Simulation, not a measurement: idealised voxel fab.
The document below concerns the process module designated voxel air gaps.
The figure presents cross-section cut, which has a width of 245 nm and is divided into square cells with an edge length of 5 nm.
Throughout this document, each cross-section is represented as a grid of square cells and is presented as a sequence of bands enumerated from the top downward, where a band comprises one or more rows of cells.
Heads up on the band format: heights come first, top then bottom, in nm. After that it's the materials left to right, each with its width in nm. A single material flagged "throughout" fills the whole band edge to edge, and "blank" means there's empty space there.
We count height from 0. Below that, the starting wafer is all one material. The lowest band never ends at the bottom but goes on down; see "0 and below" for how that is written.
With a width like "30->40", each row of cells in the band differs from the next by the same amount, the top row carrying the first number and the bottom row the second.
Reading "remained unchanged" for a step: not a cell of the cross-section changed in it.
"Sealed voids": empty spaces of 8 cells or more with no open way to the top, each given as width x height at distance, distance from the left edge, all in nm.
If you see something after the settings on a step's line, that's the simulator's own remark about that step.
Among the settings permitted on a step's line is "overlay nm"; applied to a step with a mask, it specifies the extent to which the mask lay to the right of its planned position, whereas a negative figure signifies a position to the left.

### Listed below are the process steps as planned
1: RECEIVE, material Si
2: CONFORMAL_DEP, material SiO2, thk nm 10
3: CONFORMAL_DEP, material SiN, thk nm 5
4: DIRECTIONAL_DEP, material lowk, thk nm 40
5: DIRECTIONAL_DEP, material aC, thk nm 10
6: PATTERN, tone open, mask id LINES, material resist, width nm 25, pitch nm 50, thk nm 30, overlay nm -15
7: DIRECTIONAL_ETCH, etch materials aC, depth nm 10
8: STRIP, etch materials resist
9: DIRECTIONAL_ETCH, etch materials lowk, depth nm 40
10: STRIP, etch materials aC
11: CONFORMAL_DEP, material TiN, thk nm 5
12: FILL_DEP, material Ru, thk nm 5
13: CMP, height nm 55
14: EPI, material Ru, thk nm 10
15: SELECTIVE_ETCH, etch materials lowk, depth nm 50
16: CONFORMAL_DEP, material SiN, thk nm 5
varied across the wafers: overlay nm of step 6. The plan shows the first wafer's value. All wafers start alike

### Cross-section of the first of several received wafers, showing its state after step 1
0 and below | Si throughout
Sealed voids: none

### Module end state after final step 16: cross-section of the first of several wafers
70 down to 65 | blank 30 nm | SiN 155 nm | blank 60 nm
65 down to 55 | blank 30 nm | SiN 5 nm | Ru 45 nm | SiN 5 nm | Ru 45 nm | SiN 5 nm | Ru 45 nm | SiN 5 nm | blank 60 nm
55 down to 50 | blank 30 nm | SiN 15 nm | TiN 5 nm | Ru 15 nm | TiN 5 nm | SiN 25 nm | TiN 5 nm | Ru 15 nm | TiN 5 nm | SiN 25 nm | TiN 5 nm | Ru 15 nm | TiN 5 nm | SiN 15 nm | blank 60 nm
50 down to 20 | blank 40 nm | SiN 5 nm | TiN 5 nm | Ru 15 nm | TiN 5 nm | SiN 5 nm | blank 15 nm | SiN 5 nm | TiN 5 nm | Ru 15 nm | TiN 5 nm | SiN 5 nm | blank 15 nm | SiN 5 nm | TiN 5 nm | Ru 15 nm | TiN 5 nm | SiN 5 nm | blank 70 nm
20 down to 15 | SiN 45 nm | TiN 25 nm | SiN 25 nm | TiN 25 nm | SiN 25 nm | TiN 25 nm | SiN 75 nm
15 down to 10 | SiN throughout
10 down to 0 | SiO2 throughout
0 and below | Si throughout
Sealed voids: 15 x 30 at 75; 15 x 30 at 125

### Cross-section, module end, final of several wafers
70 down to 65 | blank 60 nm | SiN 155 nm | blank 30 nm
65 down to 55 | blank 60 nm | SiN 5 nm | Ru 45 nm | SiN 5 nm | Ru 45 nm | SiN 5 nm | Ru 45 nm | SiN 5 nm | blank 30 nm
55 down to 50 | blank 60 nm | SiN 15 nm | TiN 5 nm | Ru 15 nm | TiN 5 nm | SiN 25 nm | TiN 5 nm | Ru 15 nm | TiN 5 nm | SiN 25 nm | TiN 5 nm | Ru 15 nm | TiN 5 nm | SiN 15 nm | blank 30 nm
50 down to 20 | blank 70 nm | SiN 5 nm | TiN 5 nm | Ru 15 nm | TiN 5 nm | SiN 5 nm | blank 15 nm | SiN 5 nm | TiN 5 nm | Ru 15 nm | TiN 5 nm | SiN 5 nm | blank 15 nm | SiN 5 nm | TiN 5 nm | Ru 15 nm | TiN 5 nm | SiN 5 nm | blank 40 nm
20 down to 15 | SiN 75 nm | TiN 25 nm | SiN 25 nm | TiN 25 nm | SiN 25 nm | TiN 25 nm | SiN 45 nm
15 down to 10 | SiN throughout
10 down to 0 | SiO2 throughout
0 and below | Si throughout
Sealed voids: 15 x 30 at 105; 15 x 30 at 155

### Where each wafer stands at the end of the module, a row apiece: cells of each material gained (+) or lost (-) since it was received, then closed voids
overlay nm -15 | +117 Ru | +174 SiN | +98 SiO2 | +57 TiN | Sealed voids: 15 x 30 at 75; 15 x 30 at 125
overlay nm -10 | +117 Ru | +174 SiN | +98 SiO2 | +57 TiN | Sealed voids: 15 x 30 at 80; 15 x 30 at 130
overlay nm -5 | +117 Ru | +174 SiN | +98 SiO2 | +57 TiN | Sealed voids: 15 x 30 at 85; 15 x 30 at 135
overlay nm 0 | +117 Ru | +174 SiN | +98 SiO2 | +57 TiN | Sealed voids: 15 x 30 at 90; 15 x 30 at 140
overlay nm 5 | +117 Ru | +174 SiN | +98 SiO2 | +57 TiN | Sealed voids: 15 x 30 at 95; 15 x 30 at 145
overlay nm 10 | +117 Ru | +174 SiN | +98 SiO2 | +57 TiN | Sealed voids: 15 x 30 at 100; 15 x 30 at 150
overlay nm 15 | +117 Ru | +174 SiN | +98 SiO2 | +57 TiN | Sealed voids: 15 x 30 at 105; 15 x 30 at 155
